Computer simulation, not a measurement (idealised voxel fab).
Herein follows the process module entitled voxel transistor to metal.
Pictured: cross-section cut, 175 nm wide, on a grid of 5 nm square cells.
A cross-section is written here as square cells arranged in a grid, and it is given in bands from the top down, each band taking up one or more rows of cells.
It is stipulated that each band's entry specify, in nanometres, the height of the top of the band and then that of its bottom, followed by the materials of the band in left-to-right sequence, each together with its width in nanometres. A single material marked by the word "all across" is understood to fill the band from edge to edge; the word "air" is understood to denote empty space.
The level at which height equals 0 is the one under which the wafer, as it arrives, is entirely one material. No lower edge exists for the bottom band, which continues downward and is notated as in "0 down".
A width given as "30 to 40" starts at the first number in the band's top row and ends at the second number in its bottom row, shifting by an equal amount at every step from row to row.
Step marked "all unchanged"? Then no cell in the cross-section changed in it.
Look at "Enclosed void list" for the closed voids: empty spaces with no open path to the top, sized 8 cells or up. Each is width x height at distance, distance from the left edge, all nm.
Post-settings text on a step line: simulator's own remark regarding the step.
What "overlay nm" on a step's line means: if the step has a mask, that mask lay this far to the right of its planned place, or, when the value is negative, to the left.
Steps in the process plan:
1. RECEIVE: material Si
2. OXIDIZE: depth nm 5
3. CONFORMAL_DEP: material SiN, thk nm 15
4. PATTERN: tone cover, mask id ACTIVE, material resist, width nm 105, thk nm 15, overlay nm 0
5. DIRECTIONAL_ETCH: etch materials SiN, depth nm 15
6. DIRECTIONAL_ETCH: etch materials SiO2, depth nm 5
7. DIRECTIONAL_ETCH: etch materials Si, depth nm 30
8. STRIP: etch materials resist
9. OXIDIZE: depth nm 5
10. FILL_DEP: material SiO2, thk nm 15
11. CMP: height nm 15
12. SELECTIVE_ETCH: etch materials SiO2, depth nm 5
13. STRIP: etch materials SiN
14. SELECTIVE_ETCH: etch materials SiO2, depth nm 5
15. OXIDIZE: depth nm 5
16. DIRECTIONAL_DEP: material polySi, thk nm 30
17. DIRECTIONAL_DEP: material SiCN, thk nm 10
18. DIRECTIONAL_DEP: material aC, thk nm 10
19. PATTERN: tone cover, mask id GATE, material resist, width nm 25, thk nm 30, overlay nm 0
20. DIRECTIONAL_ETCH: etch materials aC, depth nm 10
21. STRIP: etch materials resist
22. DIRECTIONAL_ETCH: etch materials SiCN, depth nm 20
23. DIRECTIONAL_ETCH: etch materials polySi, depth nm 40
24. STRIP: etch materials aC
25. CONFORMAL_DEP: material SiN, thk nm 10
26. DIRECTIONAL_ETCH: etch materials SiN, depth nm 10
27. DIRECTIONAL_ETCH: etch materials SiO2, depth nm 5
28. DIRECTIONAL_ETCH: etch materials Si, depth nm 10
29. EPI: material SiGe, thk nm 10
30. FILL_DEP: material SiO2, thk nm 10
31. CMP: height nm 25
32. STRIP: etch materials polySi
33. SELECTIVE_ETCH: etch materials SiO2, depth nm 5
34. CONFORMAL_DEP: material HfO2, thk nm 5
35. CONFORMAL_DEP: material TiN, thk nm 5
36. FILL_DEP: material W, thk nm 5
37. CMP: height nm 20
38. DIRECTIONAL_DEP: material SiO2, thk nm 15
39. MASKED_ETCH: tone open, mask id CONTACT, width nm 15, pitch nm 75, etch materials SiO2, depth nm 45, overlay nm 0
40. CONFORMAL_DEP: material TiN, thk nm 5
41. FILL_DEP: material Ru, thk nm 5
42. CMP: height nm 35
43. DIRECTIONAL_DEP: material TiN, thk nm 5
44. DIRECTIONAL_DEP: material W, thk nm 25
45. DIRECTIONAL_DEP: material aC, thk nm 15
46. PATTERN: tone cover, mask id METAL_1, material resist, width nm 20, pitch nm 75, thk nm 35, overlay nm 0
47. DIRECTIONAL_ETCH: etch materials aC, depth nm 15
48. STRIP: etch materials resist
49. DIRECTIONAL_ETCH: etch materials W, depth nm 25
50. DIRECTIONAL_ETCH: etch materials TiN, depth nm 5
51. STRIP: etch materials aC
52. FILL_DEP: material SiO2, thk nm 5
53. CMP: height nm 65
54. CONFORMAL_DEP: material SiCN, thk nm 5
55. DIRECTIONAL_DEP: material lowk, thk nm 30
56. DIRECTIONAL_DEP: material aC, thk nm 15
57. PATTERN: tone open, mask id METAL_2, material resist, width nm 20, pitch nm 75, thk nm 30, overlay nm 0
58. DIRECTIONAL_ETCH: etch materials aC, depth nm 15
59. STRIP: etch materials resist
60. DIRECTIONAL_ETCH: etch materials lowk, depth nm 15
61. STRIP: etch materials aC
62. DIRECTIONAL_DEP: material aC, thk nm 15
63. PATTERN: tone open, mask id METAL_2_HOLES, material resist, width nm 15, pitch nm 75, thk nm 30, overlay nm 0
64. DIRECTIONAL_ETCH: etch materials aC, depth nm 15
65. STRIP: etch materials resist
66. DIRECTIONAL_ETCH: etch materials lowk, depth nm 15
67. DIRECTIONAL_ETCH: etch materials SiCN, depth nm 5
68. STRIP: etch materials aC
69. CONFORMAL_DEP: material TiN, thk nm 5
70. FILL_DEP: material Cu, thk nm 5
71. CMP: height nm 100
72. CONFORMAL_DEP: material SiN, thk nm 5
The width nm used in step 39 is not the same on every wafer, whereas the starting condition is; the value printed in the plan is the first wafer's.
Received condition of the first of several wafers, sectioned: post-step 1:
	0 down = Si all across
	Enclosed void list: none
Below: a row per wafer. Contents at end of module: for every material, cells gained since receipt (+) or lost since receipt (-); then closed voids:
width nm 15 | +16 Cu | +17 HfO2 | +14 Ru | -186 Si | +29 SiCN | +28 SiGe | +63 SiN | +453 SiO2 | +89 TiN | +44 W | +168 lowk | Enclosed void list: none
width nm 20 | +16 Cu | +17 HfO2 | +28 Ru | -186 Si | +29 SiCN | +28 SiGe | +63 SiN | +437 SiO2 | +91 TiN | +44 W | +168 lowk | Enclosed void list: none
width nm 25 | +16 Cu | +17 HfO2 | +39 Ru | -186 Si | +29 SiCN | +28 SiGe | +63 SiN | +424 SiO2 | +93 TiN | +44 W | +168 lowk | Enclosed void list: none
width nm 30 | +16 Cu | +17 HfO2 | +50 Ru | -186 Si | +29 SiCN | +28 SiGe | +63 SiN | +411 SiO2 | +95 TiN | +44 W | +168 lowk | Enclosed void list: none
width nm 35 | +16 Cu | +17 HfO2 | +57 Ru | -186 Si | +29 SiCN | +28 SiGe | +63 SiN | +402 SiO2 | +97 TiN | +44 W | +168 lowk | Enclosed void list: none
